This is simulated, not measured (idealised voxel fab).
The following process module bears the name voxel fin reveal.
255 nm wide, 5 nm square cells: that's cross-section cut.
Cross-section = grid of square cells, listed top down in bands; band = one or more rows. Top, bottom (nm), then materials left to right with widths (nm); lone material tagged "throughout" fills the whole band edge to edge; "blank" = empty space. Ref level 0: as-received wafer is one material below here. Bottom band extends down with no lower bound ("0 and below"). When a width is written as two numbers, as in "30..40", the first number is the width in the top row of cells of the band and the second is the width in its bottom row, and the width changes by the same amount from each row to the next. Take "changes: none" at face value: in the step it is given for, the cross-section changed in none of its cells. Under "Enclosed cavities" you'll find the enclosed gaps, the ones with no way out to the top, that are 8 cells or bigger; each reads width x height at distance, with distance counted from the left edge, everything in nm. Note: text after step settings on the step line = simulator remark on that step. The "overlay nm" setting may appear on a step's line; for a step that uses a mask, it gives how far to the right of its planned position the mask lay, and a negative value indicates the left.
-- List of planned process steps
1. RECEIVE | material Si
2. CONFORMAL_DEP | material SiN | thk nm 10
3. DIRECTIONAL_DEP | material aC | thk nm 15
4. PATTERN | tone cover | mask id FINS | material resist | width nm 15 | pitch nm 35 | thk nm 30 | overlay nm 0
5. DIRECTIONAL_ETCH | etch materials aC | depth nm 15
6. STRIP | etch materials resist
7. DIRECTIONAL_ETCH | etch materials SiN | depth nm 10
8. DIRECTIONAL_ETCH | etch materials Si | depth nm 30
9. STRIP | etch materials aC
10. OXIDIZE | depth nm 5
11. FILL_DEP | material SiO2 | thk nm 5
12. CMP | height nm 10
13. SELECTIVE_ETCH | etch materials SiO2 | depth nm 30
14. STRIP | etch materials SiN
-- As received (post step 1): cross-section
- 0 and below = Si throughout
- Enclosed cavities: none
-- End-of-module cross-section. Starting structure and process plan as above; one mistake made in running it
- 0 down to -20 = 105 nm blank / 5 nm Si / 30 nm blank / 5 nm Si / 110 nm blank
- -20 down to -30 = 70 nm SiO2 / 35 nm blank / 5 nm Si / 30 nm blank / 5 nm Si / 35 nm blank / 75 nm SiO2
- -30 down to -35 = 105 nm SiO2 / 5 nm Si / 30 nm SiO2 / 5 nm Si / 110 nm SiO2
- -35 and below = Si throughout
- Enclosed cavities: none
Plan not followed: ran 13 and 14 in swapped order versus the plan
